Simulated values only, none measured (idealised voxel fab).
Process module, titled voxel fin reveal
It is cross-section cut that appears here, measuring 210 nm in width, its square cells being 5 nm in size.
Square cells in a grid make up a cross-section in this document, and the grid is given as bands, listed from the top down, each one or more rows of cells.
First you get the band's top height and its bottom height, in nm, and then the materials it's made of, left to right, with each width in nm. If you see a single material with "all across", that one covers the band edge to edge. "blank" is empty space.
Height datum 0, below which the as-received substrate wafer is one material. Lowest band open at the bottom, running downward: "0 -> down".
Width "30 to 40": first value at the band's top row of cells, second value at its bottom row, equal change from row to row.
"no alteration" -> step changed no cross-section cell.
Heads up: "Closed void entries" only lists the empty pockets with no open path to the top that are 8 cells or more, and it writes them as width x height at distance, distance from the left edge, in nm.
Read whatever lies past the settings on a step's line as the simulator's own remark about the step.
On any step carrying a mask, the "overlay nm" setting, if present on the step's line, tells how far right of its planned place the mask lay; negative values point to the left.
-- Listed below are the process steps as planned
1,RECEIVE [material Si]
2,CONFORMAL_DEP [material SiN] [thk nm 5]
3,PATTERN [tone cover] [mask id FINS] [material resist] [width nm 15] [pitch nm 45] [thk nm 15] [overlay nm 0]
4,DIRECTIONAL_ETCH [etch materials SiN] [depth nm 5]
5,DIRECTIONAL_ETCH [etch materials Si] [depth nm 35]
6,STRIP [etch materials resist]
7,FILL_DEP [material SiO2] [thk nm 15]
8,CMP [height nm 5]
9,SELECTIVE_ETCH [etch materials SiO2] [depth nm 30]
10,STRIP [etch materials SiN]
11,CONFORMAL_DEP [material HfO2] [thk nm 5]
-- This is the cross-section of the wafer as we received it, i.e. after step 1
    0 -> down: Si all across
    Closed void entries: none
-- The first of the two wafers as seen in cross-section once the module was finished; processing followed the plan
    5 -> 0: blank: 45, then HfO2: 25, then blank: 20, then HfO2: 25, then blank: 20, then HfO2: 25, then blank: 50
    0 -> -20: blank: 45, then HfO2: 5, then Si: 15, then HfO2: 5, then blank: 20, then HfO2: 5, then Si: 15, then HfO2: 5, then blank: 20, then HfO2: 5, then Si: 15, then HfO2: 5, then blank: 50
    -20 -> -25: HfO2: 50, then Si: 15, then HfO2: 30, then Si: 15, then HfO2: 30, then Si: 15, then HfO2: 55
    -25 -> -35: SiO2: 50, then Si: 15, then SiO2: 30, then Si: 15, then SiO2: 30, then Si: 15, then SiO2: 55
    -35 -> down: Si all across
    Closed void entries: none
-- Wafer two, sectioned after the module: the first wafer's start, the first wafer's plan, and one mistake in how it was run
    5 -> 0: blank: 45, then HfO2: 25, then blank: 20, then HfO2: 25, then blank: 20, then HfO2: 25, then blank: 50
    0 -> -20: blank: 45, then HfO2: 5, then Si: 15, then HfO2: 5, then blank: 20, then HfO2: 5, then Si: 15, then HfO2: 5, then blank: 20, then HfO2: 5, then Si: 15, then HfO2: 5, then blank: 50
    -20 -> -25: HfO2: 25, then blank: 20, then HfO2: 5, then Si: 15, then HfO2: 5, then blank: 20, then HfO2: 5, then Si: 15, then HfO2: 5, then blank: 20, then HfO2: 5, then Si: 15, then HfO2: 5, then blank: 20, then HfO2: 30
    -25 -> -30: SiO2: 20, then HfO2: 30, then Si: 15, then HfO2: 30, then Si: 15, then HfO2: 30, then Si: 15, then HfO2: 30, then SiO2: 25
    -30 -> -35: SiO2: 50, then Si: 15, then SiO2: 30, then Si: 15, then SiO2: 30, then Si: 15, then SiO2: 55
    -35 -> down: Si all across
    Closed void entries: none
Nonconformance to the process plan: steps 9 and 10 got flipped, so each one ran where the other should have
Wafer comparison, final, in cells, second relative to first, materials more or fewer: +8 HfO2 | -24 SiO2
